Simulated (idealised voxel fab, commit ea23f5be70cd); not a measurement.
The following process module bears the name voxel self aligned contacts.
Square cell edge 5 nm, section width 205 nm, ID cut.
Cross-section format: a grid of square cells, given as bands from top to bottom; each band is one or more rows of cells.
Band: top and bottom heights (nm) first, top before bottom; then materials from left to right, widths in nm. "all across" marks a sole material filling the band edge to edge. "blank" denotes empty space.
Height is counted from the level 0, under which the received wafer is composed throughout of one material. The lowest of the bands is not closed at the bottom but continues downward, in the notation "top 0, no bottom".
Width spec "30 to 40" -> top row of cells at first value, bottom row at second value, equal per-row change in between.
Step marked "stayed the same"? Then no cell in the cross-section changed in it.
What "Enclosed voids" gives you is every empty space of 8 cells or more that is cut off from the top. Each appears as width x height at distance, with the distance taken from the left edge and width, height and distance all in nm.
Anything after a step's settings on that line? It's the simulator's own note about the step.
When a step includes a mask, the "overlay nm" setting on its line states how far to the right of its planned place that mask lay, and negative values state how far to the left.
# These are the steps we planned for the process
- 1: RECEIVE [material Si]
- 2: OXIDIZE [depth nm 5]
- 3: DIRECTIONAL_DEP [material polySi] [thk nm 20]
- 4: DIRECTIONAL_DEP [material SiN] [thk nm 25]
- 5: MASKED_ETCH [tone cover] [mask id GATE] [width nm 30] [pitch nm 65] [etch materials SiN] [depth nm 25] [overlay nm 0]
- 6: MASKED_ETCH [tone cover] [mask id GATE] [width nm 30] [pitch nm 65] [etch materials polySi] [depth nm 20] [overlay nm 0]
- 7: CONFORMAL_DEP [material SiN] [thk nm 10]
- 8: DIRECTIONAL_ETCH [etch materials SiN] [depth nm 10]
- 9: FILL_DEP [material SiO2] [thk nm 20]
- 10: CMP [height nm 55]
- 11: DIRECTIONAL_DEP [material aC] [thk nm 15]
- 12: PATTERN [tone open] [mask id CONTACT] [material resist] [width nm 45] [thk nm 30] [overlay nm 0]
- 13: DIRECTIONAL_ETCH [etch materials aC] [depth nm 15]
- 14: STRIP [etch materials resist]
- 15: DIRECTIONAL_ETCH [etch materials SiO2] [depth nm 60]
- 16: STRIP [etch materials aC]
- 17: CONFORMAL_DEP [material TiN] [thk nm 5]
- 18: FILL_DEP [material Ru] [thk nm 5]
- 19: CMP [height nm 55]
- 20: CONFORMAL_DEP [material SiCN] [thk nm 5]
# First of the two wafers, run per plan
# Shown in cross-section is the wafer as received, that is, as it stands after step 1
- top 0, no bottom | Si all across
- Enclosed voids: none
# Cross-section of the wafer subsequent to step 2
- top 0, bottom -5 | SiO2 all across
- Everything under -5 stays put, no change at all.
# Cross-section of the wafer subsequent to step 3
- top 20, bottom 0 | polySi all across
- Everything under 0 stays put, no change at all.
# Cross-section of the wafer subsequent to step 4
- top 45, bottom 20 | SiN all across
- Everything under 20 stays put, no change at all.
# Cross-section of the wafer subsequent to step 5
- top 45, bottom 20 | 55 of blank / 30 of SiN / 35 of blank / 30 of SiN / 55 of blank
- Everything under 20 stays put, no change at all.
# Cross-section of the wafer subsequent to step 6
- top 45, bottom 20 | 55 of blank / 30 of SiN / 35 of blank / 30 of SiN / 55 of blank
- top 20, bottom 0 | 55 of blank / 30 of polySi / 35 of blank / 30 of polySi / 55 of blank
- Everything under 0 stays put, no change at all.
# Cross-section of the wafer subsequent to step 7
- top 55, bottom 20 | 45 of blank / 50 of SiN / 15 of blank / 50 of SiN / 45 of blank
- top 20, bottom 10 | 45 of blank / 10 of SiN / 30 of polySi / 10 of SiN / 15 of blank / 10 of SiN / 30 of polySi / 10 of SiN / 45 of blank
- top 10, bottom 0 | 55 of SiN / 30 of polySi / 35 of SiN / 30 of polySi / 55 of SiN
- Everything under 0 stays put, no change at all.
# Cross-section of the wafer subsequent to step 8
- top 45, bottom 20 | 45 of blank / 50 of SiN / 15 of blank / 50 of SiN / 45 of blank
- top 20, bottom 0 | 45 of blank / 10 of SiN / 30 of polySi / 10 of SiN / 15 of blank / 10 of SiN / 30 of polySi / 10 of SiN / 45 of blank
- Everything under 0 stays put, no change at all.
# Cross-section of the wafer subsequent to step 9
- top 65, bottom 45 | SiO2 all across
- top 45, bottom 20 | 45 of SiO2 / 50 of SiN / 15 of SiO2 / 50 of SiN / 45 of SiO2
- top 20, bottom 0 | 45 of SiO2 / 10 of SiN / 30 of polySi / 10 of SiN / 15 of SiO2 / 10 of SiN / 30 of polySi / 10 of SiN / 45 of SiO2
- Everything under 0 stays put, no change at all.
# Cross-section of the wafer subsequent to step 10
- top 55, bottom 45 | SiO2 all across
- Everything under 45 stays put, no change at all.
# Cross-section of the wafer subsequent to step 11
- top 70, bottom 55 | aC all across
- Everything under 55 stays put, no change at all.
# Cross-section of the wafer subsequent to step 12
- top 100, bottom 70 | 80 of resist / 45 of blank / 80 of resist
- Everything under 70 stays put, no change at all.
# Cross-section of the wafer subsequent to step 13
- top 85, bottom 70 | 80 of resist / 45 of blank / 80 of resist
- top 70, bottom 55 | 80 of aC / 45 of blank / 80 of aC
- Everything under 55 stays put, no change at all.
# Cross-section of the wafer subsequent to step 14
- top 70, bottom 55 | 80 of aC / 45 of blank / 80 of aC
- Everything under 55 stays put, no change at all.
# Cross-section of the wafer subsequent to step 15
- top 70, bottom 55 | 80 of aC / 45 of blank / 80 of aC
- top 55, bottom 45 | 80 of SiO2 / 45 of blank / 80 of SiO2
- top 45, bottom 20 | 45 of SiO2 / 50 of SiN / 15 of blank / 50 of SiN / 45 of SiO2
- top 20, bottom 0 | 45 of SiO2 / 10 of SiN / 30 of polySi / 10 of SiN / 15 of blank / 10 of SiN / 30 of polySi / 10 of SiN / 45 of SiO2
- top 0, bottom -5 | 95 of SiO2 / 15 of blank / 95 of SiO2
- Everything under -5 stays put, no change at all.
# Cross-section of the wafer subsequent to step 16
- top 55, bottom 45 | 80 of SiO2 / 45 of blank / 80 of SiO2
- Everything under 45 stays put, no change at all.
# Cross-section of the wafer subsequent to step 17
- top 60, bottom 55 | 85 of TiN / 35 of blank / 85 of TiN
- top 55, bottom 45 | 80 of SiO2 / 5 to 20 of TiN / 35 to 5 of blank / 5 to 20 of TiN / 80 of SiO2
- top 45, bottom 20 | 45 of SiO2 / 50 of SiN / 5 of TiN / 5 of blank / 5 of TiN / 50 of SiN / 45 of SiO2
- top 20, bottom 0 | 45 of SiO2 / 10 of SiN / 30 of polySi / 10 of SiN / 5 of TiN / 5 of blank / 5 of TiN / 10 of SiN / 30 of polySi / 10 of SiN / 45 of SiO2
- top 0, bottom -5 | 95 of SiO2 / 15 of TiN / 95 of SiO2
- Everything under -5 stays put, no change at all.
# Cross-section of the wafer subsequent to step 18
- top 65, bottom 60 | Ru all across
- top 60, bottom 55 | 85 of TiN / 35 of Ru / 85 of TiN
- top 55, bottom 45 | 80 of SiO2 / 5 to 20 of TiN / 35 to 5 of Ru / 5 to 20 of TiN / 80 of SiO2
- top 45, bottom 20 | 45 of SiO2 / 50 of SiN / 5 of TiN / 5 of Ru / 5 of TiN / 50 of SiN / 45 of SiO2
- top 20, bottom 0 | 45 of SiO2 / 10 of SiN / 30 of polySi / 10 of SiN / 5 of TiN / 5 of Ru / 5 of TiN / 10 of SiN / 30 of polySi / 10 of SiN / 45 of SiO2
- Everything under 0 stays put, no change at all.
# Cross-section of the wafer subsequent to step 19
- top 55, bottom 45 | 80 of SiO2 / 5 to 20 of TiN / 35 to 5 of Ru / 5 to 20 of TiN / 80 of SiO2
- Everything under 45 stays put, no change at all.
# Cross-section of the wafer subsequent to step 20
- top 60, bottom 55 | SiCN all across
- Everything under 55 stays put, no change at all.
# The remaining wafer, second of the two, started like the first and was run to the same plan, except that one mistake was made along the way; the two coincide through step 5, inclusive
# Planned end of step 6: second wafer, cross-section
- top 45, bottom 20 | 55 of blank / 30 of SiN / 35 of blank / 30 of SiN / 55 of blank
- top 20, bottom 0 | 50 of blank / 35 of polySi / 30 of blank / 35 of polySi / 55 of blank
- Everything under 0 stays put, no change at all.
# Planned end of step 7: second wafer, cross-section
- top 55, bottom 30 | 45 of blank / 50 of SiN / 15 of blank / 50 of SiN / 45 of blank
- top 30, bottom 20 | 40 of blank / 55 of SiN / 10 of blank / 55 of SiN / 45 of blank
- top 20, bottom 10 | 40 of blank / 10 of SiN / 35 of polySi / 10 of SiN / 10 of blank / 10 of SiN / 35 of polySi / 10 of SiN / 45 of blank
- top 10, bottom 0 | 50 of SiN / 35 of polySi / 30 of SiN / 35 of polySi / 55 of SiN
- Everything under 0 stays put, no change at all.
# Planned end of step 8: second wafer, cross-section
- top 45, bottom 20 | 45 of blank / 50 of SiN / 15 of blank / 50 of SiN / 45 of blank
- top 20, bottom 0 | 40 of blank / 10 of SiN / 35 of polySi / 10 of SiN / 10 of blank / 10 of SiN / 35 of polySi / 10 of SiN / 45 of blank
- Everything under 0 stays put, no change at all.
# Planned end of step 9: second wafer, cross-section
- top 65, bottom 45 | SiO2 all across
- top 45, bottom 20 | 45 of SiO2 / 50 of SiN / 15 of SiO2 / 50 of SiN / 45 of SiO2
- top 20, bottom 0 | 40 of SiO2 / 10 of SiN / 35 of polySi / 10 of SiN / 10 of SiO2 / 10 of SiN / 35 of polySi / 10 of SiN / 45 of SiO2
- Everything under 0 stays put, no change at all.
# Planned end of step 10: second wafer, cross-section
- top 55, bottom 45 | SiO2 all across
- Everything under 45 stays put, no change at all.
# Planned end of step 11: second wafer, cross-section
- top 70, bottom 55 | aC all across
- Everything under 55 stays put, no change at all.
# Planned end of step 12: second wafer, cross-section
- top 100, bottom 70 | 80 of resist / 45 of blank / 80 of resist
- Everything under 70 stays put, no change at all.
# Planned end of step 13: second wafer, cross-section
- top 85, bottom 70 | 80 of resist / 45 of blank / 80 of resist
- top 70, bottom 55 | 80 of aC / 45 of blank / 80 of aC
- Everything under 55 stays put, no change at all.
# Planned end of step 14: second wafer, cross-section
- top 70, bottom 55 | 80 of aC / 45 of blank / 80 of aC
- Everything under 55 stays put, no change at all.
# Planned end of step 15: second wafer, cross-section
- top 70, bottom 55 | 80 of aC / 45 of blank / 80 of aC
- top 55, bottom 45 | 80 of SiO2 / 45 of blank / 80 of SiO2
- top 45, bottom 20 | 45 of SiO2 / 50 of SiN / 15 of blank / 50 of SiN / 45 of SiO2
- top 20, bottom 0 | 40 of SiO2 / 10 of SiN / 35 of polySi / 10 of SiN / 10 of blank / 10 of SiN / 35 of polySi / 10 of SiN / 45 of SiO2
- top 0, bottom -5 | 95 of SiO2 / 10 of blank / 100 of SiO2
- Everything under -5 stays put, no change at all.
# Planned end of step 16: second wafer, cross-section
- top 55, bottom 45 | 80 of SiO2 / 45 of blank / 80 of SiO2
- Everything under 45 stays put, no change at all.
# Planned end of step 17: second wafer, cross-section
- top 60, bottom 55 | 85 of TiN / 35 of blank / 85 of TiN
- top 55, bottom 45 | 80 of SiO2 / 5 to 20 of TiN / 35 to 5 of blank / 5 to 20 of TiN / 80 of SiO2
- top 45, bottom 25 | 45 of SiO2 / 50 of SiN / 5 of TiN / 5 of blank / 5 of TiN / 50 of SiN / 45 of SiO2
- top 25, bottom 20 | 45 of SiO2 / 50 of SiN / 15 of TiN / 50 of SiN / 45 of SiO2
- top 20, bottom 0 | 40 of SiO2 / 10 of SiN / 35 of polySi / 10 of SiN / 10 of TiN / 10 of SiN / 35 of polySi / 10 of SiN / 45 of SiO2
- top 0, bottom -5 | 95 of SiO2 / 10 of TiN / 100 of SiO2
- Everything under -5 stays put, no change at all.
# Planned end of step 18: second wafer, cross-section
- top 65, bottom 60 | Ru all across
- top 60, bottom 55 | 85 of TiN / 35 of Ru / 85 of TiN
- top 55, bottom 45 | 80 of SiO2 / 5 to 20 of TiN / 35 to 5 of Ru / 5 to 20 of TiN / 80 of SiO2
- top 45, bottom 25 | 45 of SiO2 / 50 of SiN / 5 of TiN / 5 of Ru / 5 of TiN / 50 of SiN / 45 of SiO2
- Everything under 25 stays put, no change at all.
# Planned end of step 19: second wafer, cross-section
- top 55, bottom 45 | 80 of SiO2 / 5 to 20 of TiN / 35 to 5 of Ru / 5 to 20 of TiN / 80 of SiO2
- Everything under 45 stays put, no change at all.
# Planned end of step 20: second wafer, cross-section
- top 60, bottom 55 | SiCN all across
- Everything under 55 stays put, no change at all.
Plan not followed: step 6 deviated from plan and actually ran as MASKED_ETCH [tone cover] [mask id GATE] [width nm 30] [pitch nm 65] [etch materials polySi] [depth nm 20] [overlay nm -5]
The final cell counts differ between the wafers, with the second having more or fewer of some materials than the first: -5 Ru; -3 SiO2; +8 polySi
